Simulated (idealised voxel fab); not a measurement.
process module | voxel wiring stack
For reference, the cross-section in this document is cut, with width 235 nm and square cells of 5 nm.
Cross-section = grid of square cells, listed top down in bands; band = one or more rows. It is stipulated that each band's entry specify, in nanometres, the height of the top of the band and then that of its bottom, followed by the materials of the band in left-to-right sequence, each together with its width in nanometres. A single material marked by the word "all across" is understood to fill the band from edge to edge; the word "air" is understood to denote empty space. It should be noted that heights are counted from 0, beneath which the wafer as supplied is of one material throughout, and that the lowest band possesses no lower boundary but continues downward, as written in "0 -> down". Graded width ("30..40"): value in top row of band = first number; value in bottom row = second number; row-to-row change constant. For the purposes of this document, the phrase "nothing got changed" attached to a step denotes that no cell within the cross-section was modified by that step. "Closed void register": sealed empty spaces, 8 cells or more, no open way to top, listed width x height at distance, with distance from the left edge and width, height and distance in nm. It should be noted that, on the line of a given step, the content following the step's settings is a remark produced by the simulator itself with respect to that step. Steps that use a mask can have "overlay nm" on their line. It says how far the mask sat to the right of where it was meant to be. Negative means to the left.
# Process steps (planned)
step 1: RECEIVE,material Si
step 2: CONFORMAL_DEP,material SiO2,thk nm 15
step 3: DIRECTIONAL_DEP,material TiN,thk nm 5
step 4: DIRECTIONAL_DEP,material Ru,thk nm 25
step 5: MASKED_ETCH,tone cover,mask id METAL_1,width nm 15,pitch nm 45,etch materials Ru,depth nm 25,overlay nm 0
step 6: MASKED_ETCH,tone cover,mask id METAL_1,width nm 20,pitch nm 45,etch materials TiN,depth nm 5,overlay nm 0
step 7: FILL_DEP,material SiO2,thk nm 10
step 8: CMP,height nm 45
step 9: CONFORMAL_DEP,material SiCN,thk nm 5
step 10: DIRECTIONAL_DEP,material lowk,thk nm 10
step 11: DIRECTIONAL_DEP,material aC,thk nm 15
step 12: PATTERN,tone open,mask id PLUG_1,material resist,width nm 15,pitch nm 90,thk nm 35,overlay nm 0
step 13: DIRECTIONAL_ETCH,etch materials aC,depth nm 15
step 14: STRIP,etch materials resist
step 15: DIRECTIONAL_ETCH,etch materials lowk,depth nm 10
step 16: DIRECTIONAL_ETCH,etch materials SiCN,depth nm 5
step 17: STRIP,etch materials aC
step 18: CONFORMAL_DEP,material TiN,thk nm 5
step 19: FILL_DEP,material Cu,thk nm 10
step 20: CMP,height nm 60
step 21: DIRECTIONAL_DEP,material TiN,thk nm 5
step 22: DIRECTIONAL_DEP,material W,thk nm 15
step 23: MASKED_ETCH,tone cover,mask id METAL_2,width nm 20,pitch nm 45,etch materials W,depth nm 15,overlay nm 0
step 24: MASKED_ETCH,tone cover,mask id METAL_2,width nm 20,pitch nm 45,etch materials TiN,depth nm 5,overlay nm 0
step 25: CONFORMAL_DEP,material SiCN,thk nm 5
step 26: FILL_DEP,material lowk,thk nm 10
step 27: CMP,height nm 80
step 28: CONFORMAL_DEP,material SiN,thk nm 5
Same starting wafers, different width nm at step 5. Plan value belongs to the first wafer.
# Received condition of the first of several wafers, sectioned: post-step 1
	0 -> down = Si all across
	Closed void register: none
# Cross-section, first of several wafers, end of module, after last step 28
	85 -> 80 = SiN all across
	80 -> 65 = lowk 35  SiCN 5  W 20  SiCN 5  lowk 15  SiCN 5  W 20  SiCN 5  lowk 15  SiCN 5  W 20  SiCN 5  lowk 15  SiCN 5  W 20  SiCN 5  lowk 35
	65 -> 60 = SiCN 40  TiN 20  SiCN 25  TiN 20  SiCN 25  TiN 20  SiCN 25  TiN 20  SiCN 40
	60 -> 50 = lowk 40  TiN 5  Cu 5  TiN 5  lowk 75  TiN 5  Cu 5  TiN 5  lowk 90
	50 -> 45 = SiCN 40  TiN 15  SiCN 75  TiN 15  SiCN 90
	45 -> 20 = SiO2 45  Ru 15  SiO2 30  Ru 15  SiO2 30  Ru 15  SiO2 30  Ru 15  SiO2 40
	20 -> 15 = SiO2 40  TiN 20  SiO2 25  TiN 20  SiO2 25  TiN 20  SiO2 25  TiN 20  SiO2 40
	15 -> 0 = SiO2 all across
	0 -> down = Si all across
	Closed void register: none
# Sectional view of the last wafer upon completion of the module
	85 -> 80 = SiN all across
	80 -> 65 = lowk 35  SiCN 5  W 20  SiCN 5  lowk 15  SiCN 5  W 20  SiCN 5  lowk 15  SiCN 5  W 20  SiCN 5  lowk 15  SiCN 5  W 20  SiCN 5  lowk 35
	65 -> 60 = SiCN 40  TiN 20  SiCN 25  TiN 20  SiCN 25  TiN 20  SiCN 25  TiN 20  SiCN 40
	60 -> 50 = lowk 40  TiN 5  Cu 5  TiN 5  lowk 75  TiN 5  Cu 5  TiN 5  lowk 90
	50 -> 45 = SiCN 40  TiN 15  SiCN 75  TiN 15  SiCN 90
	45 -> 20 = SiO2 35  Ru 30  SiO2 15  Ru 30  SiO2 15  Ru 30  SiO2 15  Ru 30  SiO2 35
	20 -> 15 = SiO2 35  TiN 30  SiO2 15  TiN 30  SiO2 15  TiN 30  SiO2 15  TiN 30  SiO2 35
	15 -> 0 = SiO2 all across
	0 -> down = Si all across
	Closed void register: none
# each wafer at the end: cells of each material gained (+) or lost (-) since it was received, then its closed voids
width nm 15, +4 Cu, +60 Ru, +96 SiCN, +47 SiN, +347 SiO2, +46 TiN, +48 W, +151 lowk, Closed void register: none
width nm 20, +4 Cu, +80 Ru, +96 SiCN, +47 SiN, +327 SiO2, +46 TiN, +48 W, +151 lowk, Closed void register: none
width nm 25, +4 Cu, +100 Ru, +96 SiCN, +47 SiN, +303 SiO2, +50 TiN, +48 W, +151 lowk, Closed void register: none
width nm 30, +4 Cu, +120 Ru, +96 SiCN, +47 SiN, +279 SiO2, +54 TiN, +48 W, +151 lowk, Closed void register: none
